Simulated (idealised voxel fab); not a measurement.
voxel released beams: a process module
Each square cell in cross-section cut measures 5 nm, and the section as a whole is 195 nm wide.
When this document writes out a cross-section, it uses a grid of square cells and lists it as bands, beginning at the top and moving down, with a band standing for one or more rows of cells.
This entry defines a band. It first specifies the height of the band's top and the height of its bottom in nm, and then specifies the band's materials from left to right, stating each material with its width in nm. The word "everywhere" identifies a single material that fills the band from edge to edge, while the word "blank" identifies empty space.
Heights are reckoned from 0. Under this level, the received wafer is all of one material. The bottommost band is open-ended downward, for example "top 0, no bottom".
The width entry "30..40" should be interpreted row by row: the top row of cells in the band takes the first number, the bottom row takes the second number, and the change between adjacent rows is uniform throughout.
You'll sometimes find "nothing changed" written for a step, and that's the way of saying that nowhere in the cross-section did a cell change during that step.
What "Closed void list" gives you is every empty space of 8 cells or more that is cut off from the top. Each appears as width x height at distance, with the distance taken from the left edge and width, height and distance all in nm.
Read whatever lies past the settings on a step's line as the simulator's own remark about the step.
Regarding "overlay nm": on a step with a mask, it is the distance the mask lay to the right of its planned place; a negative value places it to the left.
Planned step list for the process
1,op RECEIVE | material Si
2,op CONFORMAL_DEP | material SiN | thk nm 5
3,op DIRECTIONAL_DEP | material SiO2 | thk nm 10
4,op DIRECTIONAL_DEP | material aC | thk nm 10
5,op PATTERN | tone open | mask id ANCHOR | material resist | width nm 40 | thk nm 30 | overlay nm 0
6,op DIRECTIONAL_ETCH | etch materials aC | depth nm 10
7,op STRIP | etch materials resist
8,op DIRECTIONAL_ETCH | etch materials SiO2 | depth nm 10
9,op STRIP | etch materials aC
10,op CONFORMAL_DEP | material W | thk nm 15
11,op MASKED_ETCH | tone cover | mask id BEAM | width nm 110 | etch materials W | depth nm 15 | overlay nm 0
12,op STRIP | etch materials SiO2
Incoming wafer in cross-section (state: after step 1)
* top 0, no bottom: Si everywhere
* Closed void list: none
Look at the cross-section after the module: the wafer started out the way shown above and the plan was the one shown above, yet one mistake was made along the way
* top 30, bottom 15: blank 40, W 110, blank 45
* top 15, bottom 0: SiN everywhere
* top 0, no bottom: Si everywhere
* Closed void list: none
It is concluded that the wafer was processed incorrectly with respect to the plan, in that step 3 was not run as planned; what actually ran was op DIRECTIONAL_DEP | material SiN | thk nm 10
